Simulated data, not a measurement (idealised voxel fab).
Name of the process module below: voxel gate over fins
In the cross-section labelled cut, the width is 245 nm and each square cell is 5 nm.
Cross-sections here: square-cell grids, written as top-down lists of bands, a band being one or more rows of cells. The band entry comprises the height of the band's top followed by the height of its bottom, expressed in nm, and subsequently the band's materials from left to right, each stated together with its width in nm. Where a single material is marked with the word "full width", that material fills the band from edge to edge. The word "blank" represents empty space. We count height from 0. Below that, the starting wafer is all one material. The lowest band never ends at the bottom but goes on down; see "z 0 and below" for how that is written. So if you see something like "30..40" for the width, read it as the top row of the band sitting at the first number and the bottom row at the second, with every row in between moving by the same amount as the last. When a step is marked "left unchanged", none of the cells in the cross-section changed during that step. Reported under the label "Closed empty spaces" are the empty spaces having no open way to the top and comprising 8 cells or more; the notation for each is width x height at distance, in which the distance is measured from the left edge and all three values are in nm. It should be noted that, on the line of a given step, the content following the step's settings is a remark produced by the simulator itself with respect to that step. The setting "overlay nm" may be written on the line of a step. When the step uses a mask, the value reports how far to the right of the planned place the mask lay, and a negative value reports that it lay to the left.

### Process steps (planned)
step 1: RECEIVE: material Si
step 2: CONFORMAL_DEP: material SiN, thk nm 5
step 3: MASKED_ETCH: tone cover, mask id FINS, width nm 15, pitch nm 55, etch materials SiN, depth nm 5, overlay nm 0
step 4: MASKED_ETCH: tone cover, mask id FINS, width nm 15, pitch nm 55, etch materials Si, depth nm 30, overlay nm 0
step 5: OXIDIZE: depth nm 5
step 6: FILL_DEP: material SiO2, thk nm 15
step 7: CMP: height nm 5
step 8: PATTERN: tone open, mask id RAIL, material resist, width nm 15, thk nm 20, overlay nm 0
step 9: DIRECTIONAL_ETCH: etch materials SiO2, depth nm 30
step 10: STRIP: etch materials resist
step 11: CONFORMAL_DEP: material TiN, thk nm 5
step 12: FILL_DEP: material W, thk nm 5
step 13: CMP: height nm 5
step 14: SELECTIVE_ETCH: etch materials W Ru TiN, depth nm 25
step 15: FILL_DEP: material SiO2, thk nm 5
step 16: CMP: height nm 5
step 17: SELECTIVE_ETCH: etch materials SiO2, depth nm 20
step 18: STRIP: etch materials SiN
step 19: CONFORMAL_DEP: material HfO2, thk nm 5
step 20: CONFORMAL_DEP: material TiN, thk nm 5
step 21: FILL_DEP: material W, thk nm 10
step 22: CMP: height nm 15
step 23: CONFORMAL_DEP: material SiN, thk nm 5

### Cross-section of the wafer as it came to us, i.e., already through step 1
    z 0 and below  Si full width
    Closed empty spaces: none

### End-of-module XS, first of two wafers, run as planned
    z 20 to 15  SiN full width
    z 15 to 10  W full width
    z 10 to 5  25 W / 25 TiN / 30 W / 25 TiN / 30 W / 25 TiN / 30 W / 25 TiN / 30 W
    z 5 to 0  25 W / 5 TiN / 15 HfO2 / 5 TiN / 30 W / 5 TiN / 15 HfO2 / 5 TiN / 30 W / 5 TiN / 15 HfO2 / 5 TiN / 30 W / 5 TiN / 15 HfO2 / 5 TiN / 30 W
    z 0 to -5  25 W / 5 TiN / 5 HfO2 / 5 Si / 5 HfO2 / 5 TiN / 30 W / 5 TiN / 5 HfO2 / 5 Si / 5 HfO2 / 5 TiN / 30 W / 5 TiN / 5 HfO2 / 5 Si / 5 HfO2 / 5 TiN / 30 W / 5 TiN / 5 HfO2 / 5 Si / 5 HfO2 / 5 TiN / 30 W
    z -5 to -10  30 TiN / 5 HfO2 / 5 Si / 5 HfO2 / 40 TiN / 5 HfO2 / 5 Si / 5 HfO2 / 40 TiN / 5 HfO2 / 5 Si / 5 HfO2 / 40 TiN / 5 HfO2 / 5 Si / 5 HfO2 / 35 TiN
    z -10 to -15  35 HfO2 / 5 Si / 50 HfO2 / 5 Si / 50 HfO2 / 5 Si / 50 HfO2 / 5 Si / 40 HfO2
    z -15 to -20  35 SiO2 / 5 Si / 50 SiO2 / 5 Si / 50 SiO2 / 5 Si / 50 SiO2 / 5 Si / 40 SiO2
    z -20 to -25  35 SiO2 / 5 Si / 15 SiO2 / 15 TiN / 20 SiO2 / 5 Si / 50 SiO2 / 5 Si / 50 SiO2 / 5 Si / 40 SiO2
    z -25 to -35  35 SiO2 / 5 Si / 50 SiO2 / 5 Si / 50 SiO2 / 5 Si / 50 SiO2 / 5 Si / 40 SiO2
    z -35 and below  Si full width
    Closed empty spaces: none

### The second wafer, shown in cross-section after the module: started the same way as the first and given the same plan, yet one mistake crept into how it was run
    z 20 to 15  SiN full width
    z 15 to 10  W full width
    z 10 to 5  25 W / 25 HfO2 / 30 W / 25 HfO2 / 30 W / 25 HfO2 / 30 W / 25 HfO2 / 30 W
    z 5 to 0  25 W / 5 HfO2 / 15 TiN / 5 HfO2 / 30 W / 5 HfO2 / 15 TiN / 5 HfO2 / 30 W / 5 HfO2 / 15 TiN / 5 HfO2 / 30 W / 5 HfO2 / 15 TiN / 5 HfO2 / 30 W
    z 0 to -5  25 W / 5 HfO2 / 5 TiN / 5 Si / 5 TiN / 5 HfO2 / 30 W / 5 HfO2 / 5 TiN / 5 Si / 5 TiN / 5 HfO2 / 30 W / 5 HfO2 / 5 TiN / 5 Si / 5 TiN / 5 HfO2 / 30 W / 5 HfO2 / 5 TiN / 5 Si / 5 TiN / 5 HfO2 / 30 W
    z -5 to -10  30 HfO2 / 5 TiN / 5 Si / 5 TiN / 40 HfO2 / 5 TiN / 5 Si / 5 TiN / 40 HfO2 / 5 TiN / 5 Si / 5 TiN / 40 HfO2 / 5 TiN / 5 Si / 5 TiN / 35 HfO2
    z -10 to -15  35 TiN / 5 Si / 50 TiN / 5 Si / 50 TiN / 5 Si / 50 TiN / 5 Si / 40 TiN
    z -15 to -20  35 SiO2 / 5 Si / 50 SiO2 / 5 Si / 50 SiO2 / 5 Si / 50 SiO2 / 5 Si / 40 SiO2
    z -20 to -25  35 SiO2 / 5 Si / 15 SiO2 / 15 TiN / 20 SiO2 / 5 Si / 50 SiO2 / 5 Si / 50 SiO2 / 5 Si / 40 SiO2
    z -25 to -35  35 SiO2 / 5 Si / 50 SiO2 / 5 Si / 50 SiO2 / 5 Si / 50 SiO2 / 5 Si / 40 SiO2
    z -35 and below  Si full width
    Closed empty spaces: none
What was the processing mistake? it was found that steps 19 and 20 of the process plan had been performed in exchanged positions
At the close, every material occupies the same number of cells on the second wafer as on the first, only in different positions.
